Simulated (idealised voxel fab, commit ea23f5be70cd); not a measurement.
Herein follows the process module entitled voxel wiring stack.
In the cross-section labelled cut, the width is 165 nm and each square cell is 5 nm.
When this document writes out a cross-section, it uses a grid of square cells and lists it as bands, beginning at the top and moving down, with a band standing for one or more rows of cells. Heights first: top, then bottom, in nm. Then materials, left to right, each with a width in nm. "all across" on a single material: fills the band edge to edge. "air": empty space. Heights are reckoned from 0. Under this level, the received wafer is all of one material. The bottommost band is open-ended downward, for example "0 down". Width spec "30..40" -> top row of cells at first value, bottom row at second value, equal per-row change in between. "changes: none" (step): cross-section cells unchanged, all of them. "Enclosed cavity list" - sealed voids, min. 8 cells, no opening to top; format: width x height at distance (distance from left edge; nm throughout). Formally, on a step line, whatever follows the settings is a remark that the simulator itself makes on the step. "overlay nm" denotes, for a step that has a mask, the displacement of the mask to the right of its planned place, with negative values corresponding to the left. Reading key. Pairs: pre-step and post-step cross-section, one process step apart; post-step view only to lowest changed band. Step between + settings: beneath pair. Runs: pairs may be from different runs of this module, same starting wafer. Continuation from pair above: only where "Before the process" entry says.
Before the process
	165 to 145: 20 nm resist, then 15 nm air, then 30 nm resist, then 15 nm air, then 30 nm resist, then 15 nm air, then 40 nm resist
	145 to 135: 20 nm lowk, then 15 nm air, then 30 nm lowk, then 15 nm air, then 30 nm lowk, then 15 nm air, then 40 nm lowk
	135 to 130: 20 nm SiCN, then 15 nm air, then 30 nm SiCN, then 15 nm air, then 30 nm SiCN, then 15 nm air, then 40 nm SiCN
	130 to 115: 20 nm SiO2, then 30 nm W, then 15 nm SiO2, then 30 nm W, then 15 nm SiO2, then 30 nm W, then 25 nm SiO2
	115 to 110: 20 nm SiO2, then 30 nm TiN, then 15 nm SiO2, then 30 nm TiN, then 15 nm SiO2, then 30 nm TiN, then 25 nm SiO2
	110 to 100: 20 nm lowk, then 15 nm Ru, then 75 nm lowk, then 15 nm Ru, then 40 nm lowk
	100 to 95: 20 nm SiCN, then 15 nm Ru, then 75 nm SiCN, then 15 nm Ru, then 40 nm SiCN
	95 to 90: 20 nm SiN, then 30 nm TiN, then 15 nm SiN, then 30 nm TiN, then 15 nm SiN, then 30 nm TiN, then 25 nm SiN
	90 to 65: W all across
	65 to 45: 20 nm SiO2, then 15 nm Ru, then 75 nm SiO2, then 15 nm Ru, then 40 nm SiO2
	45 to 40: 20 nm SiCN, then 15 nm Ru, then 75 nm SiCN, then 15 nm Ru, then 40 nm SiCN
	40 to 20: 15 nm lowk, then 5 nm SiN, then 30 nm W, then 5 nm SiN, then 5 nm lowk, then 5 nm SiN, then 30 nm W, then 5 nm SiN, then 5 nm lowk, then 5 nm SiN, then 30 nm W, then 5 nm SiN, then 20 nm lowk
	20 to 15: 20 nm SiN, then 30 nm TiN, then 15 nm SiN, then 30 nm TiN, then 15 nm SiN, then 30 nm TiN, then 25 nm SiN
	15 to 0: SiO2 all across
	0 down: Si all across
	Enclosed cavity list: none
Resulting Cross-Section
	145 to 135: 20 nm lowk, then 15 nm air, then 30 nm lowk, then 15 nm air, then 30 nm lowk, then 15 nm air, then 40 nm lowk
	below 135: unchanged
	Enclosed cavity list: none
What was done to get from the before section above to the after section? STRIP [etch materials resist]
Before the process: just use the after drawing of the pair above as your starting point.
Resulting Cross-Section
	150 to 145: 25 nm TiN, then 5 nm air, then 40 nm TiN, then 5 nm air, then 40 nm TiN, then 5 nm air, then 45 nm TiN
	145 to 135: 20 nm lowk, then 5 nm TiN, then 5 nm air, then 5 nm TiN, then 30 nm lowk, then 5 nm TiN, then 5 nm air, then 5 nm TiN, then 30 nm lowk, then 5 nm TiN, then 5 nm air, then 5 nm TiN, then 40 nm lowk
	135 to 130: 20 nm SiCN, then 15 nm TiN, then 30 nm SiCN, then 15 nm TiN, then 30 nm SiCN, then 15 nm TiN, then 40 nm SiCN
	below 130: unchanged
	Enclosed cavity list: none
What was done to get from the before section above to the after section? CONFORMAL_DEP [material TiN] [thk nm 5]
Before the process: just use the after drawing of the pair above as your starting point.
Resulting Cross-Section
	155 to 150: Cu all across
	150 to 145: 25 nm TiN, then 5 nm Cu, then 40 nm TiN, then 5 nm Cu, then 40 nm TiN, then 5 nm Cu, then 45 nm TiN
	145 to 135: 20 nm lowk, then 5 nm TiN, then 5 nm Cu, then 5 nm TiN, then 30 nm lowk, then 5 nm TiN, then 5 nm Cu, then 5 nm TiN, then 30 nm lowk, then 5 nm TiN, then 5 nm Cu, then 5 nm TiN, then 40 nm lowk
	below 135: unchanged
	Enclosed cavity list: none
What was done to get from the before section above to the after section? FILL_DEP [material Cu] [thk nm 5]
Before the process: just use the after drawing of the pair above as your starting point.
Resulting Cross-Section
	145 to 135: 20 nm lowk, then 5 nm TiN, then 5 nm Cu, then 5 nm TiN, then 30 nm lowk, then 5 nm TiN, then 5 nm Cu, then 5 nm TiN, then 30 nm lowk, then 5 nm TiN, then 5 nm Cu, then 5 nm TiN, then 40 nm lowk
	below 135: unchanged
	Enclosed cavity list: none
What was done to get from the before section above to the after section? CMP [height nm 145]
Before the process: just use the after drawing of the pair above as your starting point.
Resulting Cross-Section
	150 to 145: TiN all across
	below 145: unchanged
	Enclosed cavity list: none
What was done to get from the before section above to the after section? DIRECTIONAL_DEP [material TiN] [thk nm 5]
Before the process: just use the after drawing of the pair above as your starting point.
Resulting Cross-Section
	170 to 150: W all across
	below 150: unchanged
	Enclosed cavity list: none
What was done to get from the before section above to the after section? DIRECTIONAL_DEP [material W] [thk nm 20]
Before the process: just use the after drawing of the pair above as your starting point.
Resulting Cross-Section
	170 to 150: 20 nm air, then 30 nm W, then 15 nm air, then 30 nm W, then 15 nm air, then 30 nm W, then 25 nm air
	below 150: unchanged
	Enclosed cavity list: none
What was done to get from the before section above to the after section? MASKED_ETCH [tone cover] [mask id METAL_4] [width nm 30] [pitch nm 45] [etch materials W] [depth nm 20] [overlay nm 0]
Before the process: just use the after drawing of the pair above as your starting point.
Resulting Cross-Section
	170 to 150: 20 nm air, then 30 nm W, then 15 nm air, then 30 nm W, then 15 nm air, then 30 nm W, then 25 nm air
	150 to 145: 20 nm air, then 30 nm TiN, then 15 nm air, then 30 nm TiN, then 15 nm air, then 30 nm TiN, then 25 nm air
	below 145: unchanged
	Enclosed cavity list: none
What was done to get from the before section above to the after section? MASKED_ETCH [tone cover] [mask id METAL_4] [width nm 30] [pitch nm 45] [etch materials TiN] [depth nm 5] [overlay nm 0]
Before the process: just use the after drawing of the pair above as your starting point.
Resulting Cross-Section
	175 to 170: 15 nm air, then 40 nm SiCN, then 5 nm air, then 40 nm SiCN, then 5 nm air, then 40 nm SiCN, then 20 nm air
	170 to 150: 15 nm air, then 5 nm SiCN, then 30 nm W, then 5 nm SiCN, then 5 nm air, then 5 nm SiCN, then 30 nm W, then 5 nm SiCN, then 5 nm air, then 5 nm SiCN, then 30 nm W, then 5 nm SiCN, then 20 nm air
	150 to 145: 20 nm SiCN, then 30 nm TiN, then 15 nm SiCN, then 30 nm TiN, then 15 nm SiCN, then 30 nm TiN, then 25 nm SiCN
	below 145: unchanged
	Enclosed cavity list: none
What was done to get from the before section above to the after section? CONFORMAL_DEP [material SiCN] [thk nm 5]
Before the process: just use the after drawing of the pair above as your starting point.
Resulting Cross-Section
	185 to 175: SiO2 all across
	175 to 170: 15 nm SiO2, then 40 nm SiCN, then 5 nm SiO2, then 40 nm SiCN, then 5 nm SiO2, then 40 nm SiCN, then 20 nm SiO2
	170 to 150: 15 nm SiO2, then 5 nm SiCN, then 30 nm W, then 5 nm SiCN, then 5 nm SiO2, then 5 nm SiCN, then 30 nm W, then 5 nm SiCN, then 5 nm SiO2, then 5 nm SiCN, then 30 nm W, then 5 nm SiCN, then 20 nm SiO2
	below 150: unchanged
	Enclosed cavity list: none
What was done to get from the before section above to the after section? FILL_DEP [material SiO2] [thk nm 10]
Before the process: just use the after drawing of the pair above as your starting point.
Resulting Cross-Section
	170 to 150: 15 nm SiO2, then 5 nm SiCN, then 30 nm W, then 5 nm SiCN, then 5 nm SiO2, then 5 nm SiCN, then 30 nm W, then 5 nm SiCN, then 5 nm SiO2, then 5 nm SiCN, then 30 nm W, then 5 nm SiCN, then 20 nm SiO2
	below 150: unchanged
	Enclosed cavity list: none
What was done to get from the before section above to the after section? CMP [height nm 170]
Before the process: just use the after drawing of the pair above as your starting point.
Resulting Cross-Section
	175 to 170: SiCN all across
	below 170: unchanged
	Enclosed cavity list: none
What was done to get from the before section above to the after section? CONFORMAL_DEP [material SiCN] [thk nm 5]
Before the process
	45 to 40: SiCN all across
	40 to 20: 15 nm lowk, then 5 nm SiN, then 30 nm W, then 5 nm SiN, then 5 nm lowk, then 5 nm SiN, then 30 nm W, then 5 nm SiN, then 5 nm lowk, then 5 nm SiN, then 30 nm W, then 5 nm SiN, then 20 nm lowk
	20 to 15: 20 nm SiN, then 30 nm TiN, then 15 nm SiN, then 30 nm TiN, then 15 nm SiN, then 30 nm TiN, then 25 nm SiN
	15 to 0: SiO2 all across
	0 down: Si all across
	Enclosed cavity list: none
Resulting Cross-Section
	75 to 45: SiO2 all across
	below 45: unchanged
	Enclosed cavity list: none
What was done to get from the before section above to the after section? DIRECTIONAL_DEP [material SiO2] [thk nm 30]
Before the process: just use the after drawing of the pair above as your starting point.
Resulting Cross-Section
	85 to 75: aC all across
	below 75: unchanged
	Enclosed cavity list: none
What was done to get from the before section above to the after section? DIRECTIONAL_DEP [material aC] [thk nm 10]
Before the process: just use the after drawing of the pair above as your starting point.
Resulting Cross-Section
	110 to 85: 20 nm resist, then 15 nm air, then 75 nm resist, then 15 nm air, then 40 nm resist
	below 85: unchanged
	Enclosed cavity list: none
What was done to get from the before section above to the after section? PATTERN [tone open] [mask id PLUG_1] [material resist] [width nm 15] [pitch nm 90] [thk nm 25] [overlay nm 0]
Before the process: just use the after drawing of the pair above as your starting point.
Resulting Cross-Section
	100 to 85: 20 nm resist, then 15 nm air, then 75 nm resist, then 15 nm air, then 40 nm resist
	85 to 75: 20 nm aC, then 15 nm air, then 75 nm aC, then 15 nm air, then 40 nm aC
	below 75: unchanged
	Enclosed cavity list: none
What was done to get from the before section above to the after section? DIRECTIONAL_ETCH [etch materials aC] [depth nm 10]
Before the process: just use the after drawing of the pair above as your starting point.
Resulting Cross-Section
	85 to 75: 20 nm aC, then 15 nm air, then 75 nm aC, then 15 nm air, then 40 nm aC
	below 75: unchanged
	Enclosed cavity list: none
What was done to get from the before section above to the after section? STRIP [etch materials resist]
Before the process: just use the after drawing of the pair above as your starting point.
Resulting Cross-Section
	85 to 75: 20 nm aC, then 15 nm air, then 75 nm aC, then 15 nm air, then 40 nm aC
	75 to 55: 20 nm SiO2, then 15 nm air, then 75 nm SiO2, then 15 nm air, then 40 nm SiO2
	below 55: unchanged
	Enclosed cavity list: none
What was done to get from the before section above to the after section? DIRECTIONAL_ETCH [etch materials SiO2] [depth nm 20]
Before the process: just use the after drawing of the pair above as your starting point.
Resulting Cross-Section
	75 to 55: 20 nm SiO2, then 15 nm air, then 75 nm SiO2, then 15 nm air, then 40 nm SiO2
	below 55: unchanged
	Enclosed cavity list: none
What was done to get from the before section above to the after section? STRIP [etch materials aC]
Before the process: just use the after drawing of the pair above as your starting point.
Resulting Cross-Section
	80 to 75: 20 nm TiN, then 15 nm air, then 75 nm TiN, then 15 nm air, then 40 nm TiN
	75 to 60: 20 nm SiO2, then 15 nm air, then 75 nm SiO2, then 15 nm air, then 40 nm SiO2
	60 to 55: 20 nm SiO2, then 15 nm TiN, then 75 nm SiO2, then 15 nm TiN, then 40 nm SiO2
	below 55: unchanged
	Enclosed cavity list: none
What was done to get from the before section above to the after section? DIRECTIONAL_DEP [material TiN] [thk nm 5]
Before the process: just use the after drawing of the pair above as your starting point.
Resulting Cross-Section
	105 to 85: 20 nm W, then 15 nm air, then 75 nm W, then 15 nm air, then 40 nm W
	85 to 80: W all across
	80 to 75: 20 nm TiN, then 15 nm W, then 75 nm TiN, then 15 nm W, then 40 nm TiN
	75 to 60: 20 nm SiO2, then 15 nm W, then 75 nm SiO2, then 15 nm W, then 40 nm SiO2
	below 60: unchanged
	Enclosed cavity list: none
What was done to get from the before section above to the after section? DIRECTIONAL_DEP [material W] [thk nm 25]
Before the process: just use the after drawing of the pair above as your starting point.
Resulting Cross-Section
	115 to 105: 20 nm aC, then 15 nm air, then 75 nm aC, then 15 nm air, then 40 nm aC
	105 to 95: 20 nm W, then 15 nm air, then 75 nm W, then 15 nm air, then 40 nm W
	95 to 85: 20 nm W, then 15 nm aC, then 75 nm W, then 15 nm aC, then 40 nm W
	below 85: unchanged
	Enclosed cavity list: none
What was done to get from the before section above to the after section? DIRECTIONAL_DEP [material aC] [thk nm 10]
Before the process: just use the after drawing of the pair above as your starting point.
Resulting Cross-Section
	145 to 115: 20 nm air, then 30 nm resist, then 15 nm air, then 30 nm resist, then 15 nm air, then 30 nm resist, then 25 nm air
	115 to 105: 20 nm aC, then 15 nm resist, then 75 nm aC, then 15 nm resist, then 40 nm aC
	105 to 95: 20 nm W, then 15 nm resist, then 75 nm W, then 15 nm resist, then 40 nm W
	below 95: unchanged
	Enclosed cavity list: none
What was done to get from the before section above to the after section? PATTERN [tone cover] [mask id METAL_2] [material resist] [width nm 30] [pitch nm 45] [thk nm 30] [overlay nm 0]
Before the process: just use the after drawing of the pair above as your starting point.
Resulting Cross-Section
	135 to 115: 20 nm air, then 30 nm resist, then 15 nm air, then 30 nm resist, then 15 nm air, then 30 nm resist, then 25 nm air
	115 to 105: 20 nm air, then 15 nm resist, then 15 nm aC, then 15 nm air, then 30 nm aC, then 15 nm air, then 15 nm resist, then 15 nm aC, then 25 nm air
	below 105: unchanged
	Enclosed cavity list: none
What was done to get from the before section above to the after section? DIRECTIONAL_ETCH [etch materials aC] [depth nm 10]
Before the process: just use the after drawing of the pair above as your starting point.
Resulting Cross-Section
	115 to 105: 35 nm air, then 15 nm aC, then 15 nm air, then 30 nm aC, then 30 nm air, then 15 nm aC, then 25 nm air
	105 to 95: 20 nm W, then 15 nm air, then 75 nm W, then 15 nm air, then 40 nm W
	below 95: unchanged
	Enclosed cavity list: none
What was done to get from the before section above to the after section? STRIP [etch materials resist]
Before the process: just use the after drawing of the pair above as your starting point.
Resulting Cross-Section
	115 to 105: 35 nm air, then 15 nm aC, then 15 nm air, then 30 nm aC, then 30 nm air, then 15 nm aC, then 25 nm air
	105 to 95: 35 nm air, then 15 nm W, then 15 nm air, then 30 nm W, then 30 nm air, then 15 nm W, then 25 nm air
	95 to 85: 20 nm air, then 15 nm aC, then 15 nm W, then 15 nm air, then 30 nm W, then 15 nm air, then 15 nm aC, then 15 nm W, then 25 nm air
	85 to 80: 20 nm air, then 30 nm W, then 15 nm air, then 30 nm W, then 15 nm air, then 30 nm W, then 25 nm air
	below 80: unchanged
	Enclosed cavity list: none
What was done to get from the before section above to the after section? DIRECTIONAL_ETCH [etch materials W] [depth nm 25]
Before the process: just use the after drawing of the pair above as your starting point.
Resulting Cross-Section
	115 to 105: 35 nm air, then 15 nm aC, then 15 nm air, then 30 nm aC, then 30 nm air, then 15 nm aC, then 25 nm air
	105 to 95: 35 nm air, then 15 nm W, then 15 nm air, then 30 nm W, then 30 nm air, then 15 nm W, then 25 nm air
	95 to 85: 20 nm air, then 15 nm aC, then 15 nm W, then 15 nm air, then 30 nm W, then 15 nm air, then 15 nm aC, then 15 nm W, then 25 nm air
	85 to 80: 20 nm air, then 30 nm W, then 15 nm air, then 30 nm W, then 15 nm air, then 30 nm W, then 25 nm air
	80 to 75: 20 nm air, then 15 nm W, then 15 nm TiN, then 15 nm air, then 30 nm TiN, then 15 nm air, then 15 nm W, then 15 nm TiN, then 25 nm air
	below 75: unchanged
	Enclosed cavity list: none
What was done to get from the before section above to the after section? DIRECTIONAL_ETCH [etch materials TiN] [depth nm 5]
Before the process: just use the after drawing of the pair above as your starting point.
Resulting Cross-Section
	105 to 85: 35 nm air, then 15 nm W, then 15 nm air, then 30 nm W, then 30 nm air, then 15 nm W, then 25 nm air
	below 85: unchanged
	Enclosed cavity list: none
What was done to get from the before section above to the after section? STRIP [etch materials aC]
Before the process: just use the after drawing of the pair above as your starting point.
Resulting Cross-Section
	110 to 105: 30 nm air, then 25 nm SiN, then 5 nm air, then 40 nm SiN, then 20 nm air, then 25 nm SiN, then 20 nm air
	105 to 90: 30 nm air, then 5 nm SiN, then 15 nm W, then 5 nm SiN, then 5 nm air, then 5 nm SiN, then 30 nm W, then 5 nm SiN, then 20 nm air, then 5 nm SiN, then 15 nm W, then 5 nm SiN, then 20 nm air
	90 to 80: 15 nm air, then 20..5 nm SiN, then 15..30 nm W, then 5 nm SiN, then 5 nm air, then 5 nm SiN, then 30 nm W, then 5 nm SiN, then 5 nm air, then 20..5 nm SiN, then 15..30 nm W, then 5 nm SiN, then 20 nm air
	80 to 75: 20 nm SiN, then 15 nm W, then 15 nm TiN, then 15 nm SiN, then 30 nm TiN, then 15 nm SiN, then 15 nm W, then 15 nm TiN, then 25 nm SiN
	below 75: unchanged
	Enclosed cavity list: none
What was done to get from the before section above to the after section? CONFORMAL_DEP [material SiN] [thk nm 5]
Before the process: just use the after drawing of the pair above as your starting point.
Resulting Cross-Section
	115 to 110: lowk all across
	110 to 105: 30 nm lowk, then 25 nm SiN, then 5 nm lowk, then 40 nm SiN, then 20 nm lowk, then 25 nm SiN, then 20 nm lowk
	105 to 90: 30 nm lowk, then 5 nm SiN, then 15 nm W, then 5 nm SiN, then 5 nm lowk, then 5 nm SiN, then 30 nm W, then 5 nm SiN, then 20 nm lowk, then 5 nm SiN, then 15 nm W, then 5 nm SiN, then 20 nm lowk
	90 to 80: 15 nm lowk, then 20..5 nm SiN, then 15..30 nm W, then 5 nm SiN, then 5 nm lowk, then 5 nm SiN, then 30 nm W, then 5 nm SiN, then 5 nm lowk, then 20..5 nm SiN, then 15..30 nm W, then 5 nm SiN, then 20 nm lowk
	below 80: unchanged
	Enclosed cavity list: none
What was done to get from the before section above to the after section? FILL_DEP [material lowk] [thk nm 5]
Before the process: just use the after drawing of the pair above as your starting point.
Resulting Cross-Section
	95 to 85: 30..15 nm lowk, then 5..20 nm SiN, then 15 nm W, then 5 nm SiN, then 5 nm lowk, then 5 nm SiN, then 30 nm W, then 5 nm SiN, then 20..5 nm lowk, then 5..20 nm SiN, then 15 nm W, then 5 nm SiN, then 20 nm lowk
	below 85: unchanged
	Enclosed cavity list: none
What was done to get from the before section above to the after section? CMP [height nm 95]
Before the process: just use the after drawing of the pair above as your starting point.
Resulting Cross-Section
	100 to 95: SiCN all across
	below 95: unchanged
	Enclosed cavity list: none
What was done to get from the before section above to the after section? CONFORMAL_DEP [material SiCN] [thk nm 5]
Before the process: just use the after drawing of the pair above as your starting point.
Resulting Cross-Section
	110 to 100: lowk all across
	below 100: unchanged
	Enclosed cavity list: none
What was done to get from the before section above to the after section? DIRECTIONAL_DEP [material lowk] [thk nm 10]
Before the process: just use the after drawing of the pair above as your starting point.
Resulting Cross-Section
	110 to 100: 20 nm lowk, then 15 nm air, then 75 nm lowk, then 15 nm air, then 40 nm lowk
	below 100: unchanged
	Enclosed cavity list: none
What was done to get from the before section above to the after section? MASKED_ETCH [tone open] [mask id PLUG_2] [width nm 15] [pitch nm 90] [etch materials lowk] [depth nm 10] [overlay nm 0]
Before the process: just use the after drawing of the pair above as your starting point.
Resulting Cross-Section
	110 to 100: 20 nm lowk, then 15 nm air, then 75 nm lowk, then 15 nm air, then 40 nm lowk
	100 to 95: 20 nm SiCN, then 15 nm air, then 75 nm SiCN, then 15 nm air, then 40 nm SiCN
	below 95: unchanged
	Enclosed cavity list: none
What was done to get from the before section above to the after section? MASKED_ETCH [tone open] [mask id PLUG_2] [width nm 15] [pitch nm 90] [etch materials SiCN] [depth nm 5] [overlay nm 0]
Before the process: just use the after drawing of the pair above as your starting point.
Resulting Cross-Section
	115 to 110: 20 nm TiN, then 15 nm air, then 75 nm TiN, then 15 nm air, then 40 nm TiN
	110 to 100: 20 nm lowk, then 15 nm air, then 75 nm lowk, then 15 nm air, then 40 nm lowk
	100 to 95: 20 nm SiCN, then 15 nm TiN, then 75 nm SiCN, then 15 nm TiN, then 40 nm SiCN
	below 95: unchanged
	Enclosed cavity list: none
What was done to get from the before section above to the after section? DIRECTIONAL_DEP [material TiN] [thk nm 5]
Before the process: just use the after drawing of the pair above as your starting point.
Resulting Cross-Section
	130 to 115: 20 nm W, then 15 nm air, then 75 nm W, then 15 nm air, then 40 nm W
	115 to 110: 20 nm TiN, then 15 nm W, then 75 nm TiN, then 15 nm W, then 40 nm TiN
	110 to 100: 20 nm lowk, then 15 nm W, then 75 nm lowk, then 15 nm W, then 40 nm lowk
	below 100: unchanged
	Enclosed cavity list: none
What was done to get from the before section above to the after section? DIRECTIONAL_DEP [material W] [thk nm 15]
Before the process: just use the after drawing of the pair above as your starting point.
Resulting Cross-Section
	130 to 115: 35 nm air, then 15 nm W, then 15 nm air, then 30 nm W, then 30 nm air, then 15 nm W, then 25 nm air
	below 115: unchanged
	Enclosed cavity list: none
What was done to get from the before section above to the after section? MASKED_ETCH [tone cover] [mask id METAL_3] [width nm 30] [pitch nm 45] [etch materials W] [depth nm 15] [overlay nm 0]
Before the process: just use the after drawing of the pair above as your starting point.
Resulting Cross-Section
	130 to 115: 35 nm air, then 15 nm W, then 15 nm air, then 30 nm W, then 30 nm air, then 15 nm W, then 25 nm air
	115 to 110: 20 nm air, then 15 nm W, then 15 nm TiN, then 15 nm air, then 30 nm TiN, then 15 nm air, then 15 nm W, then 15 nm TiN, then 25 nm air
	below 110: unchanged
	Enclosed cavity list: none
What was done to get from the before section above to the after section? MASKED_ETCH [tone cover] [mask id METAL_3] [width nm 30] [pitch nm 45] [etch materials TiN] [depth nm 5] [overlay nm 0]
Before the process: just use the after drawing of the pair above as your starting point.
Resulting Cross-Section
	140 to 130: SiO2 all across
	130 to 115: 35 nm SiO2, then 15 nm W, then 15 nm SiO2, then 30 nm W, then 30 nm SiO2, then 15 nm W, then 25 nm SiO2
	115 to 110: 20 nm SiO2, then 15 nm W, then 15 nm TiN, then 15 nm SiO2, then 30 nm TiN, then 15 nm SiO2, then 15 nm W, then 15 nm TiN, then 25 nm SiO2
	below 110: unchanged
	Enclosed cavity list: none
What was done to get from the before section above to the after section? FILL_DEP [material SiO2] [thk nm 10]
Before the process: just use the after drawing of the pair above as your starting point.
Resulting Cross-Section
	130 to 115: 35 nm SiO2, then 15 nm W, then 15 nm SiO2, then 30 nm W, then 30 nm SiO2, then 15 nm W, then 25 nm SiO2
	below 115: unchanged
	Enclosed cavity list: none
What was done to get from the before section above to the after section? CMP [height nm 130]
Before the process: just use the after drawing of the pair above as your starting point.
Resulting Cross-Section
	135 to 130: SiCN all across
	below 130: unchanged
	Enclosed cavity list: none
What was done to get from the before section above to the after section? CONFORMAL_DEP [material SiCN] [thk nm 5]
Before the process: just use the after drawing of the pair above as your starting point.
Resulting Cross-Section
	145 to 135: lowk all across
	below 135: unchanged
	Enclosed cavity list: none
What was done to get from the before section above to the after section? DIRECTIONAL_DEP [material lowk] [thk nm 10]
Before the process: just use the after drawing of the pair above as your starting point.
Resulting Cross-Section
	165 to 145: 20 nm resist, then 15 nm air, then 30 nm resist, then 15 nm air, then 30 nm resist, then 15 nm air, then 40 nm resist
	below 145: unchanged
	Enclosed cavity list: none
What was done to get from the before section above to the after section? PATTERN [tone open] [mask id PLUG_3] [material resist] [width nm 15] [pitch nm 45] [thk nm 20] [overlay nm 0]
Before the process: just use the after drawing of the pair above as your starting point.
Resulting Cross-Section
	165 to 145: 20 nm resist, then 15 nm air, then 30 nm resist, then 15 nm air, then 30 nm resist, then 15 nm air, then 40 nm resist
	145 to 135: 20 nm lowk, then 15 nm air, then 30 nm lowk, then 15 nm air, then 30 nm lowk, then 15 nm air, then 40 nm lowk
	below 135: unchanged
	Enclosed cavity list: none
What was done to get from the before section above to the after section? DIRECTIONAL_ETCH [etch materials lowk] [depth nm 10]
Before the process: just use the after drawing of the pair above as your starting point.
Resulting Cross-Section
	165 to 145: 20 nm resist, then 15 nm air, then 30 nm resist, then 15 nm air, then 30 nm resist, then 15 nm air, then 40 nm resist
	145 to 135: 20 nm lowk, then 15 nm air, then 30 nm lowk, then 15 nm air, then 30 nm lowk, then 15 nm air, then 40 nm lowk
	135 to 130: 20 nm SiCN, then 15 nm air, then 30 nm SiCN, then 15 nm air, then 30 nm SiCN, then 15 nm air, then 40 nm SiCN
	below 130: unchanged
	Enclosed cavity list: none
What was done to get from the before section above to the after section? DIRECTIONAL_ETCH [etch materials SiCN] [depth nm 5]
Before the process: just use the after drawing of the pair above as your starting point.
Resulting Cross-Section
	145 to 135: 20 nm lowk, then 15 nm air, then 30 nm lowk, then 15 nm air, then 30 nm lowk, then 15 nm air, then 40 nm lowk
	below 135: unchanged
	Enclosed cavity list: none
What was done to get from the before section above to the after section? STRIP [etch materials resist]
Before the process: just use the after drawing of the pair above as your starting point.
Resulting Cross-Section
	150 to 145: 25 nm TiN, then 5 nm air, then 40 nm TiN, then 5 nm air, then 40 nm TiN, then 5 nm air, then 45 nm TiN
	145 to 135: 20 nm lowk, then 5 nm TiN, then 5 nm air, then 5 nm TiN, then 30 nm lowk, then 5 nm TiN, then 5 nm air, then 5 nm TiN, then 30 nm lowk, then 5 nm TiN, then 5 nm air, then 5 nm TiN, then 40 nm lowk
	135 to 130: 20 nm SiCN, then 15 nm TiN, then 30 nm SiCN, then 15 nm TiN, then 30 nm SiCN, then 15 nm TiN, then 40 nm SiCN
	below 130: unchanged
	Enclosed cavity list: none
What was done to get from the before section above to the after section? CONFORMAL_DEP [material TiN] [thk nm 5]
Before the process: just use the after drawing of the pair above as your starting point.
Resulting Cross-Section
	155 to 150: Cu all across
	150 to 145: 25 nm TiN, then 5 nm Cu, then 40 nm TiN, then 5 nm Cu, then 40 nm TiN, then 5 nm Cu, then 45 nm TiN
	145 to 135: 20 nm lowk, then 5 nm TiN, then 5 nm Cu, then 5 nm TiN, then 30 nm lowk, then 5 nm TiN, then 5 nm Cu, then 5 nm TiN, then 30 nm lowk, then 5 nm TiN, then 5 nm Cu, then 5 nm TiN, then 40 nm lowk
	below 135: unchanged
	Enclosed cavity list: none
What was done to get from the before section above to the after section? FILL_DEP [material Cu] [thk nm 5]
Before the process: just use the after drawing of the pair above as your starting point.
Resulting Cross-Section
	145 to 135: 20 nm lowk, then 5 nm TiN, then 5 nm Cu, then 5 nm TiN, then 30 nm lowk, then 5 nm TiN, then 5 nm Cu, then 5 nm TiN, then 30 nm lowk, then 5 nm TiN, then 5 nm Cu, then 5 nm TiN, then 40 nm lowk
	below 135: unchanged
	Enclosed cavity list: none
What was done to get from the before section above to the after section? CMP [height nm 145]
Before the process: just use the after drawing of the pair above as your starting point.
Resulting Cross-Section
	150 to 145: TiN all across
	below 145: unchanged
	Enclosed cavity list: none
What was done to get from the before section above to the after section? DIRECTIONAL_DEP [material TiN] [thk nm 5]
Before the process: just use the after drawing of the pair above as your starting point.
Resulting Cross-Section
	170 to 150: W all across
	below 150: unchanged
	Enclosed cavity list: none
What was done to get from the before section above to the after section? DIRECTIONAL_DEP [material W] [thk nm 20]
Before the process: just use the after drawing of the pair above as your starting point.
Resulting Cross-Section
	170 to 150: 20 nm air, then 30 nm W, then 15 nm air, then 30 nm W, then 15 nm air, then 30 nm W, then 25 nm air
	below 150: unchanged
	Enclosed cavity list: none
What was done to get from the before section above to the after section? MASKED_ETCH [tone cover] [mask id METAL_4] [width nm 30] [pitch nm 45] [etch materials W] [depth nm 20] [overlay nm 0]
Before the process: just use the after drawing of the pair above as your starting point.
Resulting Cross-Section
	170 to 150: 20 nm air, then 30 nm W, then 15 nm air, then 30 nm W, then 15 nm air, then 30 nm W, then 25 nm air
	150 to 145: 20 nm air, then 30 nm TiN, then 15 nm air, then 30 nm TiN, then 15 nm air, then 30 nm TiN, then 25 nm air
	below 145: unchanged
	Enclosed cavity list: none
What was done to get from the before section above to the after section? MASKED_ETCH [tone cover] [mask id METAL_4] [width nm 30] [pitch nm 45] [etch materials TiN] [depth nm 5] [overlay nm 0]
Before the process: just use the after drawing of the pair above as your starting point.
Resulting Cross-Section
	175 to 170: 15 nm air, then 40 nm SiCN, then 5 nm air, then 40 nm SiCN, then 5 nm air, then 40 nm SiCN, then 20 nm air
	170 to 150: 15 nm air, then 5 nm SiCN, then 30 nm W, then 5 nm SiCN, then 5 nm air, then 5 nm SiCN, then 30 nm W, then 5 nm SiCN, then 5 nm air, then 5 nm SiCN, then 30 nm W, then 5 nm SiCN, then 20 nm air
	150 to 145: 20 nm SiCN, then 30 nm TiN, then 15 nm SiCN, then 30 nm TiN, then 15 nm SiCN, then 30 nm TiN, then 25 nm SiCN
	below 145: unchanged
	Enclosed cavity list: none
What was done to get from the before section above to the after section? CONFORMAL_DEP [material SiCN] [thk nm 5]
Before the process: just use the after drawing of the pair above as your starting point.
Resulting Cross-Section
	185 to 175: SiO2 all across
	175 to 170: 15 nm SiO2, then 40 nm SiCN, then 5 nm SiO2, then 40 nm SiCN, then 5 nm SiO2, then 40 nm SiCN, then 20 nm SiO2
	170 to 150: 15 nm SiO2, then 5 nm SiCN, then 30 nm W, then 5 nm SiCN, then 5 nm SiO2, then 5 nm SiCN, then 30 nm W, then 5 nm SiCN, then 5 nm SiO2, then 5 nm SiCN, then 30 nm W, then 5 nm SiCN, then 20 nm SiO2
	below 150: unchanged
	Enclosed cavity list: none
What was done to get from the before section above to the after section? FILL_DEP [material SiO2] [thk nm 10]
Before the process: just use the after drawing of the pair above as your starting point.
Resulting Cross-Section
	170 to 150: 15 nm SiO2, then 5 nm SiCN, then 30 nm W, then 5 nm SiCN, then 5 nm SiO2, then 5 nm SiCN, then 30 nm W, then 5 nm SiCN, then 5 nm SiO2, then 5 nm SiCN, then 30 nm W, then 5 nm SiCN, then 20 nm SiO2
	below 150: unchanged
	Enclosed cavity list: none
What was done to get from the before section above to the after section? CMP [height nm 170]
Before the process: just use the after drawing of the pair above as your starting point.
Resulting Cross-Section
	175 to 170: SiCN all across
	below 170: unchanged
	Enclosed cavity list: none
What was done to get from the before section above to the after section? CONFORMAL_DEP [material SiCN] [thk nm 5]
